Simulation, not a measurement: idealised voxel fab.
Documented hereafter: the process module known as voxel air gaps.
We display cut, a cross-section 295 nm in width whose square cells are each 5 nm.
How to read a cross-section here: the picture is a grid of square cells, written as bands going from the top down, and any band can span one or more rows of cells.
It is stipulated that each band's entry specify, in nanometres, the height of the top of the band and then that of its bottom, followed by the materials of the band in left-to-right sequence, each together with its width in nanometres. A single material marked by the word "edge to edge" is understood to fill the band from edge to edge; the word "empty" is understood to denote empty space.
All heights in this document are referenced to 0, defined as the level beneath which the wafer, as received, consists entirely of one material. The lowest band is not bounded below; it extends indefinitely downward and is written in the form "0 and below".
With a width like "30 to 40", each row of cells in the band differs from the next by the same amount, the top row carrying the first number and the bottom row the second.
"remains unaltered" means the step left every cell of the cross-section as it was.
"Closed void listing" lists enclosed empty spaces (at least 8 cells, no open path upward to the top), each as width x height at distance from the left edge, in nm.
Text after the settings on a step's line: the simulator's own remark on that step.
On any step carrying a mask, the "overlay nm" setting, if present on the step's line, tells how far right of its planned place the mask lay; negative values point to the left.
Set out below are the planned steps of the process:
1,RECEIVE (material Si)
2,CONFORMAL_DEP (material SiO2; thk nm 10)
3,CONFORMAL_DEP (material SiCN; thk nm 5)
4,DIRECTIONAL_DEP (material SiO2; thk nm 30)
5,PATTERN (tone open; mask id LINES; material resist; width nm 25; pitch nm 55; thk nm 15; overlay nm 0)
6,DIRECTIONAL_ETCH (etch materials SiO2; depth nm 30)
7,STRIP (etch materials resist)
8,CONFORMAL_DEP (material TiN; thk nm 5)
9,FILL_DEP (material Ru; thk nm 5)
10,CMP (height nm 45)
11,EPI (material Ru; thk nm 10)
12,SELECTIVE_ETCH (etch materials SiO2; depth nm 40)
13,CONFORMAL_DEP (material SiCN; thk nm 5)
As received, after step 1:
    0 and below = Si edge to edge
    Closed void listing: none
Starting structure and process plan are as shown above, but one mistake was made in running the module; the wafer cross-section at the end of the module follows:
    60 down to 55 = 35 of empty; 220 of SiCN; 40 of empty
    55 down to 45 = 35 of empty; 5 of SiCN; 45 of Ru; 10 of SiCN; 45 of Ru; 10 of SiCN; 45 of Ru; 10 of SiCN; 45 of Ru; 5 of SiCN; 40 of empty
    45 down to 40 = 35 of empty; 15 of SiCN; 5 of TiN; 15 of Ru; 5 of TiN; 30 of SiCN; 5 of TiN; 15 of Ru; 5 of TiN; 30 of SiCN; 5 of TiN; 15 of Ru; 5 of TiN; 30 of SiCN; 5 of TiN; 15 of Ru; 5 of TiN; 15 of SiCN; 40 of empty
    40 down to 20 = 45 of empty; 5 of SiCN; 5 of TiN; 15 of Ru; 5 of TiN; 5 of SiCN; 20 of empty; 5 of SiCN; 5 of TiN; 15 of Ru; 5 of TiN; 5 of SiCN; 20 of empty; 5 of SiCN; 5 of TiN; 15 of Ru; 5 of TiN; 5 of SiCN; 20 of empty; 5 of SiCN; 5 of TiN; 15 of Ru; 5 of TiN; 5 of SiCN; 50 of empty
    20 down to 15 = 50 of SiCN; 25 of TiN; 30 of SiCN; 25 of TiN; 30 of SiCN; 25 of TiN; 30 of SiCN; 25 of TiN; 55 of SiCN
    15 down to 0 = SiCN edge to edge
    0 and below = Si edge to edge
    Closed void listing: 20 x 20 at 80; 20 x 20 at 135; 20 x 20 at 190
Processing error: planned and actual differ for step 2; actual: CONFORMAL_DEP (material SiCN; thk nm 10)
